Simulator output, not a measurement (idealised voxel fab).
Title: Process Module voxel wiring stack
Square cells of 5 nm make up the cross-section cut, whose width is 255 nm.
Square cells in a grid make up a cross-section in this document, and the grid is given as bands, listed from the top down, each one or more rows of cells. Heights first: top, then bottom, in nm. Then materials, left to right, each with a width in nm. "full width" on a single material: fills the band edge to edge. "air": empty space. Beneath 0, the wafer as received is one material, and that level is where height counting begins. The lowest band goes on downward without a bottom; it is written like "from 0 down". When a width is written as two numbers, as in "30->40", the first number is the width in the top row of cells of the band and the second is the width in its bottom row, and the width changes by the same amount from each row to the next. The designation "changes: none", where it is given for a processing step, indicates that no cell of the cross-section was altered in the course of that step. Closed-off voids of 8+ cells (no open route to the top) go in "Sealed void list", written width x height at distance from the left edge, in nm. Post-settings text on a step line: simulator's own remark regarding the step. A step line may carry the setting "overlay nm", which, for steps involving a mask, states the distance by which the mask lay to the right of its intended position; negative values denote displacement to the left. Pairs ahead. Before: cross-section ahead of one process step. After: cross-section once the step is done, shown to the lowest changed band only. Under each pair: that step, with settings. Caution: pairs may come from different runs of this module on the same starting wafer; a pair follows the pair above only where its "Prior to processing" entry says so.
Prior to processing:
    from 75 to 65: 40 nm air; 20 nm Ru; 80 nm air; 20 nm Ru; 95 nm air
    from 65 to 55: 40 nm air; 20 nm Ru; 30 nm air; 20 nm Ru; 30 nm air; 20 nm Ru; 30 nm air; 20 nm Ru; 45 nm air
    from 55 to 50: 30 nm air; 35 nm TiN; 25 nm air; 20 nm Ru; 20 nm air; 35 nm TiN; 25 nm air; 20 nm Ru; 45 nm air
    from 50 to 45: 30 nm air; 35 nm Ru; 25 nm air; 20 nm Ru; 20 nm air; 35 nm Ru; 25 nm air; 20 nm Ru; 45 nm air
    from 45 to 40: 30 nm TiN; 35 nm Ru; 65 nm TiN; 35 nm Ru; 90 nm TiN
    from 40 to 35: 40 nm SiO2; 15 nm Ru; 85 nm SiO2; 15 nm Ru; 100 nm SiO2
    from 35 to 30: 40 nm SiCN; 15 nm Ru; 85 nm SiCN; 15 nm Ru; 100 nm SiCN
    from 30 to 15: 40 nm SiO2; 5 nm TiN; 10 nm Cu; 5 nm TiN; 30 nm SiO2; 5 nm TiN; 10 nm Cu; 5 nm TiN; 30 nm SiO2; 5 nm TiN; 10 nm Cu; 5 nm TiN; 30 nm SiO2; 5 nm TiN; 10 nm Cu; 5 nm TiN; 45 nm SiO2
    from 15 to 10: 40 nm SiCN; 20 nm TiN; 30 nm SiCN; 20 nm TiN; 30 nm SiCN; 20 nm TiN; 30 nm SiCN; 20 nm TiN; 45 nm SiCN
    from 10 to 0: SiO2 full width
    from 0 down: Si full width
    Sealed void list: none
Post-Process Section:
    from 75 to 65: 40 nm air; 20 nm Ru; 80 nm air; 20 nm Ru; 95 nm air
    from 65 to 55: 40 nm air; 20 nm Ru; 30 nm air; 20 nm Ru; 30 nm air; 20 nm Ru; 30 nm air; 20 nm Ru; 45 nm air
    from 55 to 50: 40 nm air; 20 nm TiN; 30 nm air; 20 nm Ru; 30 nm air; 20 nm TiN; 30 nm air; 20 nm Ru; 45 nm air
    from 50 to 45: 30 nm air; 35 nm Ru; 25 nm air; 20 nm Ru; 20 nm air; 35 nm Ru; 25 nm air; 20 nm Ru; 45 nm air
    from 45 to 40: 30 nm air; 35 nm Ru; 25 nm air; 20 nm TiN; 20 nm air; 35 nm Ru; 25 nm air; 20 nm TiN; 45 nm air
    Below 40, no change.
    Sealed void list: none
The structure goes from the before cross-section above to the after cross-section through MASKED_ETCH,tone cover,mask id METAL_2,width nm 20,pitch nm 50,etch materials TiN,depth nm 5,overlay nm 0
Prior to processing: nothing new to draw here, it's the after view of the pair just above.
Post-Process Section:
    from 80 to 75: lowk full width
    from 75 to 65: 40 nm lowk; 20 nm Ru; 80 nm lowk; 20 nm Ru; 95 nm lowk
    from 65 to 55: 40 nm lowk; 20 nm Ru; 30 nm lowk; 20 nm Ru; 30 nm lowk; 20 nm Ru; 30 nm lowk; 20 nm Ru; 45 nm lowk
    from 55 to 50: 40 nm lowk; 20 nm TiN; 30 nm lowk; 20 nm Ru; 30 nm lowk; 20 nm TiN; 30 nm lowk; 20 nm Ru; 45 nm lowk
    from 50 to 45: 30 nm lowk; 35 nm Ru; 25 nm lowk; 20 nm Ru; 20 nm lowk; 35 nm Ru; 25 nm lowk; 20 nm Ru; 45 nm lowk
    from 45 to 40: 30 nm lowk; 35 nm Ru; 25 nm lowk; 20 nm TiN; 20 nm lowk; 35 nm Ru; 25 nm lowk; 20 nm TiN; 45 nm lowk
    Below 40, no change.
    Sealed void list: none
The structure goes from the before cross-section above to the after cross-section through FILL_DEP,material lowk,thk nm 5
Prior to processing: nothing new to draw here, it's the after view of the pair just above.
Post-Process Section:
    from 75 to 65: 40 nm lowk; 20 nm Ru; 80 nm lowk; 20 nm Ru; 95 nm lowk
    Below 65, no change.
    Sealed void list: none
The structure goes from the before cross-section above to the after cross-section through CMP,height nm 75
Prior to processing: nothing new to draw here, it's the after view of the pair just above.
Post-Process Section:
    from 80 to 75: SiCN full width
    Below 75, no change.
    Sealed void list: none
The structure goes from the before cross-section above to the after cross-section through CONFORMAL_DEP,material SiCN,thk nm 5
Prior to processing:
    from 50 to 35: SiO2 full width
    from 35 to 30: SiCN full width
    from 30 to 15: 40 nm SiO2; 5 nm TiN; 10 nm Cu; 5 nm TiN; 30 nm SiO2; 5 nm TiN; 10 nm Cu; 5 nm TiN; 30 nm SiO2; 5 nm TiN; 10 nm Cu; 5 nm TiN; 30 nm SiO2; 5 nm TiN; 10 nm Cu; 5 nm TiN; 45 nm SiO2
    from 15 to 10: 40 nm SiCN; 20 nm TiN; 30 nm SiCN; 20 nm TiN; 30 nm SiCN; 20 nm TiN; 30 nm SiCN; 20 nm TiN; 45 nm SiCN
    from 10 to 0: SiO2 full width
    from 0 down: Si full width
    Sealed void list: none
Post-Process Section:
    from 50 to 35: 40 nm SiO2; 20 nm air; 80 nm SiO2; 20 nm air; 95 nm SiO2
    Below 35, no change.
    Sealed void list: none
The structure goes from the before cross-section above to the after cross-section through MASKED_ETCH,tone open,mask id PLUG_1,width nm 20,pitch nm 100,etch materials SiO2,depth nm 15,overlay nm 0
Prior to processing: nothing new to draw here, it's the after view of the pair just above.
Post-Process Section:
    from 50 to 35: 40 nm SiO2; 20 nm air; 80 nm SiO2; 20 nm air; 95 nm SiO2
    from 35 to 30: 40 nm SiCN; 15 nm air; 85 nm SiCN; 15 nm air; 100 nm SiCN
    Below 30, no change.
    Sealed void list: none
The structure goes from the before cross-section above to the after cross-section through MASKED_ETCH,tone open,mask id PLUG_1,width nm 15,pitch nm 100,etch materials SiCN,depth nm 5,overlay nm 0
Prior to processing: nothing new to draw here, it's the after view of the pair just above.
Post-Process Section:
    from 50 to 40: 40 nm SiO2; 20 nm air; 80 nm SiO2; 20 nm air; 95 nm SiO2
    from 40 to 35: 40 nm SiO2; 20 nm Ru; 80 nm SiO2; 20 nm Ru; 95 nm SiO2
    from 35 to 30: 40 nm SiCN; 15 nm Ru; 85 nm SiCN; 15 nm Ru; 100 nm SiCN
    Below 30, no change.
    Sealed void list: none
The structure goes from the before cross-section above to the after cross-section through EPI,material Ru,thk nm 10
Prior to processing: nothing new to draw here, it's the after view of the pair just above.
Post-Process Section:
    from 50 to 35: 40 nm SiO2; 20 nm Ru; 80 nm SiO2; 20 nm Ru; 95 nm SiO2
    Below 35, no change.
    Sealed void list: none
The structure goes from the before cross-section above to the after cross-section through EPI,material Ru,thk nm 10
Prior to processing: nothing new to draw here, it's the after view of the pair just above.
Post-Process Section:
    from 55 to 50: TiN full width
    Below 50, no change.
    Sealed void list: none
The structure goes from the before cross-section above to the after cross-section through DIRECTIONAL_DEP,material TiN,thk nm 5
Prior to processing: nothing new to draw here, it's the after view of the pair just above.
Post-Process Section:
    from 75 to 55: Ru full width
    Below 55, no change.
    Sealed void list: none
The structure goes from the before cross-section above to the after cross-section through DIRECTIONAL_DEP,material Ru,thk nm 20
Prior to processing: nothing new to draw here, it's the after view of the pair just above.
Post-Process Section:
    from 75 to 55: 40 nm air; 20 nm Ru; 30 nm air; 20 nm Ru; 30 nm air; 20 nm Ru; 30 nm air; 20 nm Ru; 45 nm air
    Below 55, no change.
    Sealed void list: none
The structure goes from the before cross-section above to the after cross-section through MASKED_ETCH,tone cover,mask id METAL_2,width nm 20,pitch nm 50,etch materials Ru,depth nm 20,overlay nm 0
Prior to processing: nothing new to draw here, it's the after view of the pair just above.
Post-Process Section:
    from 75 to 55: 40 nm air; 20 nm Ru; 30 nm air; 20 nm Ru; 30 nm air; 20 nm Ru; 30 nm air; 20 nm Ru; 45 nm air
    from 55 to 50: 40 nm air; 20 nm TiN; 30 nm air; 20 nm TiN; 30 nm air; 20 nm TiN; 30 nm air; 20 nm TiN; 45 nm air
    Below 50, no change.
    Sealed void list: none
The structure goes from the before cross-section above to the after cross-section through MASKED_ETCH,tone cover,mask id METAL_2,width nm 20,pitch nm 50,etch materials TiN,depth nm 5,overlay nm 0
Prior to processing: nothing new to draw here, it's the after view of the pair just above.
Post-Process Section:
    from 80 to 75: lowk full width
    from 75 to 55: 40 nm lowk; 20 nm Ru; 30 nm lowk; 20 nm Ru; 30 nm lowk; 20 nm Ru; 30 nm lowk; 20 nm Ru; 45 nm lowk
    from 55 to 50: 40 nm lowk; 20 nm TiN; 30 nm lowk; 20 nm TiN; 30 nm lowk; 20 nm TiN; 30 nm lowk; 20 nm TiN; 45 nm lowk
    Below 50, no change.
    Sealed void list: none
The structure goes from the before cross-section above to the after cross-section through FILL_DEP,material lowk,thk nm 5
Prior to processing: nothing new to draw here, it's the after view of the pair just above.
Post-Process Section:
    from 75 to 55: 40 nm lowk; 20 nm Ru; 30 nm lowk; 20 nm Ru; 30 nm lowk; 20 nm Ru; 30 nm lowk; 20 nm Ru; 45 nm lowk
    Below 55, no change.
    Sealed void list: none
The structure goes from the before cross-section above to the after cross-section through CMP,height nm 75
Prior to processing: nothing new to draw here, it's the after view of the pair just above.
Post-Process Section:
    from 80 to 75: SiCN full width
    Below 75, no change.
    Sealed void list: none
The structure goes from the before cross-section above to the after cross-section through CONFORMAL_DEP,material SiCN,thk nm 5
Prior to processing:
    from 30 to 15: 40 nm SiO2; 20 nm air; 30 nm SiO2; 20 nm air; 30 nm SiO2; 20 nm air; 30 nm SiO2; 20 nm air; 45 nm SiO2
    from 15 to 10: SiCN full width
    from 10 to 0: SiO2 full width
    from 0 down: Si full width
    Sealed void list: none
Post-Process Section:
    from 30 to 15: 40 nm SiO2; 20 nm air; 30 nm SiO2; 20 nm air; 30 nm SiO2; 20 nm air; 30 nm SiO2; 20 nm air; 45 nm SiO2
    from 15 to 10: 40 nm SiCN; 15 nm air; 35 nm SiCN; 15 nm air; 35 nm SiCN; 15 nm air; 35 nm SiCN; 15 nm air; 50 nm SiCN
    Below 10, no change.
    Sealed void list: none
The structure goes from the before cross-section above to the after cross-section through MASKED_ETCH,tone open,mask id METAL_1,width nm 20,pitch nm 50,etch materials SiCN,depth nm 5,overlay nm -5
Prior to processing: nothing new to draw here, it's the after view of the pair just above.
Post-Process Section:
    from 35 to 30: 45 nm TiN; 10 nm air; 40 nm TiN; 10 nm air; 40 nm TiN; 10 nm air; 40 nm TiN; 10 nm air; 50 nm TiN
    from 30 to 20: 40 nm SiO2; 5 nm TiN; 10 nm air; 5 nm TiN; 30 nm SiO2; 5 nm TiN; 10 nm air; 5 nm TiN; 30 nm SiO2; 5 nm TiN; 10 nm air; 5 nm TiN; 30 nm SiO2; 5 nm TiN; 10 nm air; 5 nm TiN; 45 nm SiO2
    from 20 to 15: 40 nm SiO2; 5 nm TiN; 5 nm air; 10 nm TiN; 30 nm SiO2; 5 nm TiN; 5 nm air; 10 nm TiN; 30 nm SiO2; 5 nm TiN; 5 nm air; 10 nm TiN; 30 nm SiO2; 5 nm TiN; 5 nm air; 10 nm TiN; 45 nm SiO2
    from 15 to 10: 40 nm SiCN; 15 nm TiN; 35 nm SiCN; 15 nm TiN; 35 nm SiCN; 15 nm TiN; 35 nm SiCN; 15 nm TiN; 50 nm SiCN
    Below 10, no change.
    Sealed void list: none
The structure goes from the before cross-section above to the after cross-section through CONFORMAL_DEP,material TiN,thk nm 5
Prior to processing: nothing new to draw here, it's the after view of the pair just above.
Post-Process Section:
    from 45 to 35: Cu full width
    from 35 to 30: 45 nm TiN; 10 nm Cu; 40 nm TiN; 10 nm Cu; 40 nm TiN; 10 nm Cu; 40 nm TiN; 10 nm Cu; 50 nm TiN
    from 30 to 20: 40 nm SiO2; 5 nm TiN; 10 nm Cu; 5 nm TiN; 30 nm SiO2; 5 nm TiN; 10 nm Cu; 5 nm TiN; 30 nm SiO2; 5 nm TiN; 10 nm Cu; 5 nm TiN; 30 nm SiO2; 5 nm TiN; 10 nm Cu; 5 nm TiN; 45 nm SiO2
    from 20 to 15: 40 nm SiO2; 5 nm TiN; 5 nm Cu; 10 nm TiN; 30 nm SiO2; 5 nm TiN; 5 nm Cu; 10 nm TiN; 30 nm SiO2; 5 nm TiN; 5 nm Cu; 10 nm TiN; 30 nm SiO2; 5 nm TiN; 5 nm Cu; 10 nm TiN; 45 nm SiO2
    Below 15, no change.
    Sealed void list: none
The structure goes from the before cross-section above to the after cross-section through FILL_DEP,material Cu,thk nm 10
Prior to processing: nothing new to draw here, it's the after view of the pair just above.
Post-Process Section:
    from 30 to 20: 40 nm SiO2; 5 nm TiN; 10 nm Cu; 5 nm TiN; 30 nm SiO2; 5 nm TiN; 10 nm Cu; 5 nm TiN; 30 nm SiO2; 5 nm TiN; 10 nm Cu; 5 nm TiN; 30 nm SiO2; 5 nm TiN; 10 nm Cu; 5 nm TiN; 45 nm SiO2
    Below 20, no change.
    Sealed void list: none
The structure goes from the before cross-section above to the after cross-section through CMP,height nm 30
Prior to processing: nothing new to draw here, it's the after view of the pair just above.
Post-Process Section:
    from 35 to 30: SiCN full width
    Below 30, no change.
    Sealed void list: none
The structure goes from the before cross-section above to the after cross-section through CONFORMAL_DEP,material SiCN,thk nm 5
Prior to processing: nothing new to draw here, it's the after view of the pair just above.
Post-Process Section:
    from 50 to 35: SiO2 full width
    Below 35, no change.
    Sealed void list: none
The structure goes from the before cross-section above to the after cross-section through DIRECTIONAL_DEP,material SiO2,thk nm 15
Prior to processing: nothing new to draw here, it's the after view of the pair just above.
Post-Process Section:
    from 50 to 35: 40 nm SiO2; 15 nm air; 85 nm SiO2; 15 nm air; 100 nm SiO2
    Below 35, no change.
    Sealed void list: none
The structure goes from the before cross-section above to the after cross-section through MASKED_ETCH,tone open,mask id PLUG_1,width nm 15,pitch nm 100,etch materials SiO2,depth nm 15,overlay nm 0
Prior to processing: nothing new to draw here, it's the after view of the pair just above.
Post-Process Section:
    from 50 to 35: 40 nm SiO2; 15 nm air; 85 nm SiO2; 15 nm air; 100 nm SiO2
    from 35 to 30: 40 nm SiCN; 15 nm air; 85 nm SiCN; 15 nm air; 100 nm SiCN
    Below 30, no change.
    Sealed void list: none
The structure goes from the before cross-section above to the after cross-section through MASKED_ETCH,tone open,mask id PLUG_1,width nm 15,pitch nm 100,etch materials SiCN,depth nm 5,overlay nm 0
Prior to processing: nothing new to draw here, it's the after view of the pair just above.
Post-Process Section:
    from 50 to 40: 40 nm SiO2; 15 nm air; 85 nm SiO2; 15 nm air; 100 nm SiO2
    from 40 to 35: 40 nm SiO2; 15 nm Ru; 85 nm SiO2; 15 nm Ru; 100 nm SiO2
    from 35 to 30: 40 nm SiCN; 15 nm Ru; 85 nm SiCN; 15 nm Ru; 100 nm SiCN
    Below 30, no change.
    Sealed void list: none
The structure goes from the before cross-section above to the after cross-section through EPI,material Ru,thk nm 10
Prior to processing: nothing new to draw here, it's the after view of the pair just above.
Post-Process Section:
    from 50 to 35: 40 nm SiO2; 15 nm Ru; 85 nm SiO2; 15 nm Ru; 100 nm SiO2
    Below 35, no change.
    Sealed void list: none
The structure goes from the before cross-section above to the after cross-section through EPI,material Ru,thk nm 10
Prior to processing: nothing new to draw here, it's the after view of the pair just above.
Post-Process Section:
    from 55 to 50: TiN full width
    Below 50, no change.
    Sealed void list: none
The structure goes from the before cross-section above to the after cross-section through DIRECTIONAL_DEP,material TiN,thk nm 5
Prior to processing: nothing new to draw here, it's the after view of the pair just above.
Post-Process Section:
    from 75 to 55: Ru full width
    Below 55, no change.
    Sealed void list: none
The structure goes from the before cross-section above to the after cross-section through DIRECTIONAL_DEP,material Ru,thk nm 20
Prior to processing: nothing new to draw here, it's the after view of the pair just above.
Post-Process Section:
    from 75 to 55: 40 nm air; 20 nm Ru; 30 nm air; 20 nm Ru; 30 nm air; 20 nm Ru; 30 nm air; 20 nm Ru; 45 nm air
    Below 55, no change.
    Sealed void list: none
The structure goes from the before cross-section above to the after cross-section through MASKED_ETCH,tone cover,mask id METAL_2,width nm 20,pitch nm 50,etch materials Ru,depth nm 20,overlay nm 0
Prior to processing: nothing new to draw here, it's the after view of the pair just above.
Post-Process Section:
    from 75 to 55: 40 nm air; 20 nm Ru; 30 nm air; 20 nm Ru; 30 nm air; 20 nm Ru; 30 nm air; 20 nm Ru; 45 nm air
    from 55 to 50: 40 nm air; 20 nm TiN; 30 nm air; 20 nm TiN; 30 nm air; 20 nm TiN; 30 nm air; 20 nm TiN; 45 nm air
    Below 50, no change.
    Sealed void list: none
The structure goes from the before cross-section above to the after cross-section through MASKED_ETCH,tone cover,mask id METAL_2,width nm 20,pitch nm 50,etch materials TiN,depth nm 5,overlay nm 0
Prior to processing: nothing new to draw here, it's the after view of the pair just above.
Post-Process Section:
    from 80 to 75: lowk full width
    from 75 to 55: 40 nm lowk; 20 nm Ru; 30 nm lowk; 20 nm Ru; 30 nm lowk; 20 nm Ru; 30 nm lowk; 20 nm Ru; 45 nm lowk
    from 55 to 50: 40 nm lowk; 20 nm TiN; 30 nm lowk; 20 nm TiN; 30 nm lowk; 20 nm TiN; 30 nm lowk; 20 nm TiN; 45 nm lowk
    Below 50, no change.
    Sealed void list: none
The structure goes from the before cross-section above to the after cross-section through FILL_DEP,material lowk,thk nm 5
Prior to processing: nothing new to draw here, it's the after view of the pair just above.
Post-Process Section:
    from 75 to 55: 40 nm lowk; 20 nm Ru; 30 nm lowk; 20 nm Ru; 30 nm lowk; 20 nm Ru; 30 nm lowk; 20 nm Ru; 45 nm lowk
    Below 55, no change.
    Sealed void list: none
The structure goes from the before cross-section above to the after cross-section through CMP,height nm 75
Prior to processing: nothing new to draw here, it's the after view of the pair just above.
Post-Process Section:
    from 80 to 75: SiCN full width
    Below 75, no change.
    Sealed void list: none
The structure goes from the before cross-section above to the after cross-section through CONFORMAL_DEP,material SiCN,thk nm 5
Prior to processing:
    from 50 to 35: 40 nm SiO2; 15 nm Ru; 85 nm SiO2; 15 nm Ru; 100 nm SiO2
    from 35 to 30: 40 nm SiCN; 15 nm Ru; 85 nm SiCN; 15 nm Ru; 100 nm SiCN
    from 30 to 15: 40 nm SiO2; 5 nm TiN; 10 nm Cu; 5 nm TiN; 30 nm SiO2; 5 nm TiN; 10 nm Cu; 5 nm TiN; 30 nm SiO2; 5 nm TiN; 10 nm Cu; 5 nm TiN; 30 nm SiO2; 5 nm TiN; 10 nm Cu; 5 nm TiN; 45 nm SiO2
    from 15 to 10: 40 nm SiCN; 20 nm TiN; 30 nm SiCN; 20 nm TiN; 30 nm SiCN; 20 nm TiN; 30 nm SiCN; 20 nm TiN; 45 nm SiCN
    from 10 to 0: SiO2 full width
    from 0 down: Si full width
    Sealed void list: none
Post-Process Section:
    from 55 to 50: Cu full width
    Below 50, no change.
    Sealed void list: none
The structure goes from the before cross-section above to the after cross-section through DIRECTIONAL_DEP,material Cu,thk nm 5
Prior to processing: nothing new to draw here, it's the after view of the pair just above.
Post-Process Section:
    from 75 to 55: Ru full width
    Below 55, no change.
    Sealed void list: none
The structure goes from the before cross-section above to the after cross-section through DIRECTIONAL_DEP,material Ru,thk nm 20
Prior to processing: nothing new to draw here, it's the after view of the pair just above.
Post-Process Section:
    from 75 to 55: 40 nm air; 20 nm Ru; 30 nm air; 20 nm Ru; 30 nm air; 20 nm Ru; 30 nm air; 20 nm Ru; 45 nm air
    Below 55, no change.
    Sealed void list: none
The structure goes from the before cross-section above to the after cross-section through MASKED_ETCH,tone cover,mask id METAL_2,width nm 20,pitch nm 50,etch materials Ru,depth nm 20,overlay nm 0
Prior to processing: nothing new to draw here, it's the after view of the pair just above.
Post-Process Section:
    from 80 to 75: lowk full width
    from 75 to 55: 40 nm lowk; 20 nm Ru; 30 nm lowk; 20 nm Ru; 30 nm lowk; 20 nm Ru; 30 nm lowk; 20 nm Ru; 45 nm lowk
    Below 55, no change.
    Sealed void list: none
The structure goes from the before cross-section above to the after cross-section through FILL_DEP,material lowk,thk nm 5
Prior to processing: nothing new to draw here, it's the after view of the pair just above.
Post-Process Section:
    from 75 to 55: 40 nm lowk; 20 nm Ru; 30 nm lowk; 20 nm Ru; 30 nm lowk; 20 nm Ru; 30 nm lowk; 20 nm Ru; 45 nm lowk
    Below 55, no change.
    Sealed void list: none
The structure goes from the before cross-section above to the after cross-section through CMP,height nm 75
Prior to processing: nothing new to draw here, it's the after view of the pair just above.
Post-Process Section:
    from 80 to 75: SiCN full width
    Below 75, no change.
    Sealed void list: none
The structure goes from the before cross-section above to the after cross-section through CONFORMAL_DEP,material SiCN,thk nm 5
Prior to processing:
    from 75 to 55: Ru full width
    from 55 to 50: TiN full width
    from 50 to 35: 40 nm SiO2; 15 nm Ru; 85 nm SiO2; 15 nm Ru; 100 nm SiO2
    from 35 to 30: 40 nm SiCN; 15 nm Ru; 85 nm SiCN; 15 nm Ru; 100 nm SiCN
    from 30 to 15: 40 nm SiO2; 5 nm TiN; 10 nm Cu; 5 nm TiN; 30 nm SiO2; 5 nm TiN; 10 nm Cu; 5 nm TiN; 30 nm SiO2; 5 nm TiN; 10 nm Cu; 5 nm TiN; 30 nm SiO2; 5 nm TiN; 10 nm Cu; 5 nm TiN; 45 nm SiO2
    from 15 to 10: 40 nm SiCN; 20 nm TiN; 30 nm SiCN; 20 nm TiN; 30 nm SiCN; 20 nm TiN; 30 nm SiCN; 20 nm TiN; 45 nm SiCN
    from 10 to 0: SiO2 full width
    from 0 down: Si full width
    Sealed void list: none
Post-Process Section:
    from 75 to 55: 40 nm Ru; 20 nm air; 30 nm Ru; 20 nm air; 30 nm Ru; 20 nm air; 30 nm Ru; 20 nm air; 45 nm Ru
    Below 55, no change.
    Sealed void list: none
The structure goes from the before cross-section above to the after cross-section through MASKED_ETCH,tone open,mask id METAL_2,width nm 20,pitch nm 50,etch materials Ru,depth nm 20,overlay nm 0
Prior to processing: nothing new to draw here, it's the after view of the pair just above.
Post-Process Section:
    from 80 to 75: lowk full width
    from 75 to 55: 40 nm Ru; 20 nm lowk; 30 nm Ru; 20 nm lowk; 30 nm Ru; 20 nm lowk; 30 nm Ru; 20 nm lowk; 45 nm Ru
    Below 55, no change.
    Sealed void list: none
The structure goes from the before cross-section above to the after cross-section through FILL_DEP,material lowk,thk nm 5
Prior to processing: nothing new to draw here, it's the after view of the pair just above.
Post-Process Section:
    from 75 to 55: 40 nm Ru; 20 nm lowk; 30 nm Ru; 20 nm lowk; 30 nm Ru; 20 nm lowk; 30 nm Ru; 20 nm lowk; 45 nm Ru
    Below 55, no change.
    Sealed void list: none
The structure goes from the before cross-section above to the after cross-section through CMP,height nm 75
Prior to processing: nothing new to draw here, it's the after view of the pair just above.
Post-Process Section:
    from 80 to 75: SiCN full width
    Below 75, no change.
    Sealed void list: none
The structure goes from the before cross-section above to the after cross-section through CONFORMAL_DEP,material SiCN,thk nm 5
